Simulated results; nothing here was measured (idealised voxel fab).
Herein follows the process module entitled voxel double patterning.
Cross-sectional view cut (width: 250 nm; square cell size: 5 nm).
Cross-section = grid of square cells, listed top down in bands; band = one or more rows. Basically the band line says how high the top is and how high the bottom is, in nm, and then what's in it from left to right, every material with its width in nm. Empty space shows up as "blank", and if a single material carries "all across" it runs the full band edge to edge. All heights in this document are referenced to 0, defined as the level beneath which the wafer, as received, consists entirely of one material. The lowest band is not bounded below; it extends indefinitely downward and is written in the form "0..down". When a width is written as two numbers, as in "30->40", the first number is the width in the top row of cells of the band and the second is the width in its bottom row, and the width changes by the same amount from each row to the next. Key: "no modifications" - step with no changed cell in the cross-section. "Enclosed internal voids": sealed empty spaces, 8 cells or more, no open way to top, listed width x height at distance, with distance from the left edge and width, height and distance in nm. Where a step's line continues beyond its settings, the continuation is a remark by the simulator itself on that step. A step's line can hold "overlay nm"; with a mask on that step, the setting says how far right of the planned place the mask lay, while a negative setting says it lay to the left.
Steps planned for the process
| 1 | RECEIVE [material Si] |
| 2 | CONFORMAL_DEP [material SiN] [thk nm 10] |
| 3 | DIRECTIONAL_DEP [material SiO2] [thk nm 20] |
| 4 | DIRECTIONAL_DEP [material SiCN] [thk nm 10] |
| 5 | MASKED_ETCH [tone open] [mask id FIRST] [width nm 15] [pitch nm 50] [etch materials SiCN] [depth nm 10] [overlay nm 0] |
| 6 | DIRECTIONAL_DEP [material aC] [thk nm 10] |
| 7 | PATTERN [tone open] [mask id SECOND] [material resist] [width nm 15] [pitch nm 50] [thk nm 30] [overlay nm 0] |
| 8 | DIRECTIONAL_ETCH [etch materials aC] [depth nm 10] |
| 9 | STRIP [etch materials resist] |
| 10 | DIRECTIONAL_ETCH [etch materials SiCN] [depth nm 10] |
| 11 | STRIP [etch materials aC] |
| 12 | DIRECTIONAL_ETCH [etch materials SiO2] [depth nm 20] |
| 13 | STRIP [etch materials SiCN] |
On the first of the two wafers: run conducted according to plan
As received (post step 1): cross-section
* 0..down: Si all across
* Enclosed internal voids: none
So this is the wafer cross-section right after step 2
* 10..0: SiN all across
* Anything lower than 0 is untouched.
So this is the wafer cross-section right after step 3
* 30..10: SiO2 all across
* Anything lower than 10 is untouched.
So this is the wafer cross-section right after step 4
* 40..30: SiCN all across
* Anything lower than 30 is untouched.
So this is the wafer cross-section right after step 5
* 40..30: SiCN=65, then blank=15, then SiCN=35, then blank=15, then SiCN=35, then blank=15, then SiCN=70
* Anything lower than 30 is untouched.
So this is the wafer cross-section right after step 6
* 50..40: aC=65, then blank=15, then aC=35, then blank=15, then aC=35, then blank=15, then aC=70
* 40..30: SiCN=65, then aC=15, then SiCN=35, then aC=15, then SiCN=35, then aC=15, then SiCN=70
* Anything lower than 30 is untouched.
So this is the wafer cross-section right after step 7
* 80..50: resist=90, then blank=15, then resist=35, then blank=15, then resist=95
* 50..40: aC=65, then resist=15, then aC=35, then resist=15, then aC=35, then resist=15, then aC=70
* Anything lower than 40 is untouched.
So this is the wafer cross-section right after step 8
* 70..50: resist=90, then blank=15, then resist=35, then blank=15, then resist=95
* 50..40: aC=65, then resist=15, then aC=10, then blank=15, then aC=10, then resist=15, then aC=10, then blank=15, then aC=10, then resist=15, then aC=70
* Anything lower than 40 is untouched.
So this is the wafer cross-section right after step 9
* 50..40: aC=65, then blank=15, then aC=10, then blank=15, then aC=10, then blank=15, then aC=10, then blank=15, then aC=10, then blank=15, then aC=70
* Anything lower than 40 is untouched.
So this is the wafer cross-section right after step 10
* 50..40: aC=65, then blank=15, then aC=10, then blank=15, then aC=10, then blank=15, then aC=10, then blank=15, then aC=10, then blank=15, then aC=70
* 40..30: SiCN=65, then aC=15, then SiCN=10, then blank=15, then SiCN=10, then aC=15, then SiCN=10, then blank=15, then SiCN=10, then aC=15, then SiCN=70
* Anything lower than 30 is untouched.
So this is the wafer cross-section right after step 11
* 40..30: SiCN=65, then blank=15, then SiCN=10, then blank=15, then SiCN=10, then blank=15, then SiCN=10, then blank=15, then SiCN=10, then blank=15, then SiCN=70
* Anything lower than 30 is untouched.
So this is the wafer cross-section right after step 12
* 40..30: SiCN=65, then blank=15, then SiCN=10, then blank=15, then SiCN=10, then blank=15, then SiCN=10, then blank=15, then SiCN=10, then blank=15, then SiCN=70
* 30..10: SiO2=65, then blank=15, then SiO2=10, then blank=15, then SiO2=10, then blank=15, then SiO2=10, then blank=15, then SiO2=10, then blank=15, then SiO2=70
* Anything lower than 10 is untouched.
So this is the wafer cross-section right after step 13
* 30..10: SiO2=65, then blank=15, then SiO2=10, then blank=15, then SiO2=10, then blank=15, then SiO2=10, then blank=15, then SiO2=10, then blank=15, then SiO2=70
* Anything lower than 10 is untouched.
Wafer two of two - same starting point, same process plan, one mistake in execution; matches wafer one up to and including step 1
Second wafer shown in cross-section at the time step 2 was slated to end: no modifications
Second wafer shown in cross-section at the time step 3 was slated to end
* 20..0: SiO2 all across
* Anything lower than 0 is untouched.
Second wafer shown in cross-section at the time step 4 was slated to end
* 30..20: SiCN all across
* Anything lower than 20 is untouched.
Second wafer shown in cross-section at the time step 5 was slated to end
* 30..20: SiCN=65, then blank=15, then SiCN=35, then blank=15, then SiCN=35, then blank=15, then SiCN=70
* Anything lower than 20 is untouched.
Second wafer shown in cross-section at the time step 6 was slated to end
* 40..30: aC=65, then blank=15, then aC=35, then blank=15, then aC=35, then blank=15, then aC=70
* 30..20: SiCN=65, then aC=15, then SiCN=35, then aC=15, then SiCN=35, then aC=15, then SiCN=70
* Anything lower than 20 is untouched.
Second wafer shown in cross-section at the time step 7 was slated to end
* 70..40: resist=90, then blank=15, then resist=35, then blank=15, then resist=95
* 40..30: aC=65, then resist=15, then aC=35, then resist=15, then aC=35, then resist=15, then aC=70
* Anything lower than 30 is untouched.
Second wafer shown in cross-section at the time step 8 was slated to end
* 60..40: resist=90, then blank=15, then resist=35, then blank=15, then resist=95
* 40..30: aC=65, then resist=15, then aC=10, then blank=15, then aC=10, then resist=15, then aC=10, then blank=15, then aC=10, then resist=15, then aC=70
* Anything lower than 30 is untouched.
Second wafer shown in cross-section at the time step 9 was slated to end
* 40..30: aC=65, then blank=15, then aC=10, then blank=15, then aC=10, then blank=15, then aC=10, then blank=15, then aC=10, then blank=15, then aC=70
* Anything lower than 30 is untouched.
Second wafer shown in cross-section at the time step 10 was slated to end
* 40..30: aC=65, then blank=15, then aC=10, then blank=15, then aC=10, then blank=15, then aC=10, then blank=15, then aC=10, then blank=15, then aC=70
* 30..20: SiCN=65, then aC=15, then SiCN=10, then blank=15, then SiCN=10, then aC=15, then SiCN=10, then blank=15, then SiCN=10, then aC=15, then SiCN=70
* Anything lower than 20 is untouched.
Second wafer shown in cross-section at the time step 11 was slated to end
* 30..20: SiCN=65, then blank=15, then SiCN=10, then blank=15, then SiCN=10, then blank=15, then SiCN=10, then blank=15, then SiCN=10, then blank=15, then SiCN=70
* Anything lower than 20 is untouched.
Second wafer shown in cross-section at the time step 12 was slated to end
* 30..20: SiCN=65, then blank=15, then SiCN=10, then blank=15, then SiCN=10, then blank=15, then SiCN=10, then blank=15, then SiCN=10, then blank=15, then SiCN=70
* 20..0: SiO2=65, then blank=15, then SiO2=10, then blank=15, then SiO2=10, then blank=15, then SiO2=10, then blank=15, then SiO2=10, then blank=15, then SiO2=70
* Anything lower than 0 is untouched.
Second wafer shown in cross-section at the time step 13 was slated to end
* 20..0: SiO2=65, then blank=15, then SiO2=10, then blank=15, then SiO2=10, then blank=15, then SiO2=10, then blank=15, then SiO2=10, then blank=15, then SiO2=70
* Anything lower than 0 is untouched.
In executing the process, a mistake was made relative to the plan: plan step 2 never ran because it was skipped
Heads up, by the end the second wafer has more or fewer cells of some materials compared to the first: SiN: 100 fewer
